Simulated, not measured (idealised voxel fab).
Process module in this document: voxel wiring stack
Each square cell in cross-section cut measures 5 nm, and the section as a whole is 195 nm wide.
The cross-sections in this document take the form of a grid made of square cells. They are written out as bands, in order from top to bottom. Each band consists of one or more rows of cells. The band entry comprises the height of the band's top followed by the height of its bottom, expressed in nm, and subsequently the band's materials from left to right, each stated together with its width in nm. Where a single material is marked with the word "edge to edge", that material fills the band from edge to edge. The word "air" represents empty space. The reference from which all heights are counted is 0, the level beneath which the as-received wafer is entirely one material; the lowest band, having no lower bound, proceeds downward and is written after the example "0 -> down". With a width like "30..40", each row of cells in the band differs from the next by the same amount, the top row carrying the first number and the bottom row the second. It should be understood that the words "no modification", when stated for a given step, signify that the cross-section underwent no change in any of its cells during that step. "Fully enclosed voids" means: voids of 8 cells or more that are shut off from the top with no open way through. Written width x height at distance, distance from the left edge, in nm. Past the settings on a step's line: simulator remark, on that step. overlay nm: on a step with a mask, how far right of its planned place the mask lay; negative means left.
List of planned process steps
1 RECEIVE,material Si
2 CONFORMAL_DEP,material SiO2,thk nm 15
3 CONFORMAL_DEP,material SiN,thk nm 5
4 DIRECTIONAL_DEP,material lowk,thk nm 25
5 PATTERN,tone open,mask id METAL_1,material resist,width nm 25,pitch nm 45,thk nm 20,overlay nm 0
6 DIRECTIONAL_ETCH,etch materials lowk,depth nm 25
7 DIRECTIONAL_ETCH,etch materials SiN,depth nm 5
8 STRIP,etch materials resist
9 CONFORMAL_DEP,material TiN,thk nm 5
10 FILL_DEP,material Cu,thk nm 5
11 CMP,height nm 45
12 CONFORMAL_DEP,material SiCN,thk nm 5
13 DIRECTIONAL_DEP,material SiO2,thk nm 10
14 MASKED_ETCH,tone open,mask id PLUG_1,width nm 15,pitch nm 90,etch materials SiO2,depth nm 10,overlay nm 0
15 MASKED_ETCH,tone open,mask id PLUG_1,width nm 15,pitch nm 90,etch materials SiCN,depth nm 5,overlay nm 0
16 EPI,material Ru,thk nm 10
17 EPI,material Ru,thk nm 5
18 CONFORMAL_DEP,material SiN,thk nm 5
19 DIRECTIONAL_DEP,material lowk,thk nm 15
20 PATTERN,tone open,mask id METAL_2,material resist,width nm 25,pitch nm 45,thk nm 15,overlay nm 0
21 DIRECTIONAL_ETCH,etch materials lowk,depth nm 15
22 DIRECTIONAL_ETCH,etch materials SiN,depth nm 5
23 STRIP,etch materials resist
24 CONFORMAL_DEP,material TiN,thk nm 5
25 FILL_DEP,material Cu,thk nm 5
26 CMP,height nm 80
27 CONFORMAL_DEP,material SiCN,thk nm 5
As received (post step 1): cross-section
    0 -> down = Si edge to edge
    Fully enclosed voids: none
Module complete - cross-section of the first of two wafers, run according to plan
    85 -> 80 = SiCN edge to edge
    80 -> 65 = lowk: 15; TiN: 5; Cu: 15; TiN: 5; lowk: 20; TiN: 5; Cu: 15; TiN: 5; lowk: 20; TiN: 5; Cu: 15; TiN: 5; lowk: 20; TiN: 5; Cu: 15; TiN: 5; lowk: 20
    65 -> 60 = SiN: 15; TiN: 25; SiN: 20; TiN: 25; SiN: 20; TiN: 25; SiN: 20; TiN: 25; SiN: 20
    60 -> 50 = SiO2: 15; Ru: 15; SiO2: 75; Ru: 15; SiO2: 75
    50 -> 45 = SiCN: 15; Ru: 15; SiCN: 75; Ru: 15; SiCN: 75
    45 -> 20 = lowk: 15; TiN: 5; Cu: 15; TiN: 5; lowk: 20; TiN: 5; Cu: 15; TiN: 5; lowk: 20; TiN: 5; Cu: 15; TiN: 5; lowk: 20; TiN: 5; Cu: 15; TiN: 5; lowk: 20
    20 -> 15 = SiN: 15; TiN: 25; SiN: 20; TiN: 25; SiN: 20; TiN: 25; SiN: 20; TiN: 25; SiN: 20
    15 -> 0 = SiO2 edge to edge
    0 -> down = Si edge to edge
    Fully enclosed voids: none
Wafer two (of two), end-of-module cross-section: start = wafer one, plan = wafer one, one run mistake
    85 -> 80 = SiCN edge to edge
    80 -> 65 = lowk: 15; TiN: 5; Cu: 15; TiN: 5; lowk: 20; TiN: 5; Cu: 15; TiN: 5; lowk: 20; TiN: 5; Cu: 15; TiN: 5; lowk: 20; TiN: 5; Cu: 15; TiN: 5; lowk: 20
    65 -> 60 = SiN: 15; TiN: 25; SiN: 20; TiN: 25; SiN: 20; TiN: 25; SiN: 20; TiN: 25; SiN: 20
    60 -> 50 = SiO2: 15; Ru: 15; SiO2: 75; Ru: 15; SiO2: 75
    50 -> 45 = SiCN: 15; Ru: 15; SiCN: 75; Ru: 15; SiCN: 75
    45 -> 35 = lowk: 15; TiN: 5; Cu: 15; TiN: 5; lowk: 20; TiN: 5; Cu: 15; TiN: 5; lowk: 20; TiN: 5; Cu: 15; TiN: 5; lowk: 20; TiN: 5; Cu: 15; TiN: 5; lowk: 20
    35 -> 30 = SiN: 15; TiN: 25; SiN: 20; TiN: 25; SiN: 20; TiN: 25; SiN: 20; TiN: 25; SiN: 20
    30 -> 0 = SiO2 edge to edge
    0 -> down = Si edge to edge
    Fully enclosed voids: none
What was done differently from what was planned? plan step 2 was twice executed
Upon completion, the second wafer contains, in terms of cells, a greater or smaller amount of certain materials than the first wafer: -36 Cu, +117 SiO2, -24 TiN, -57 lowk
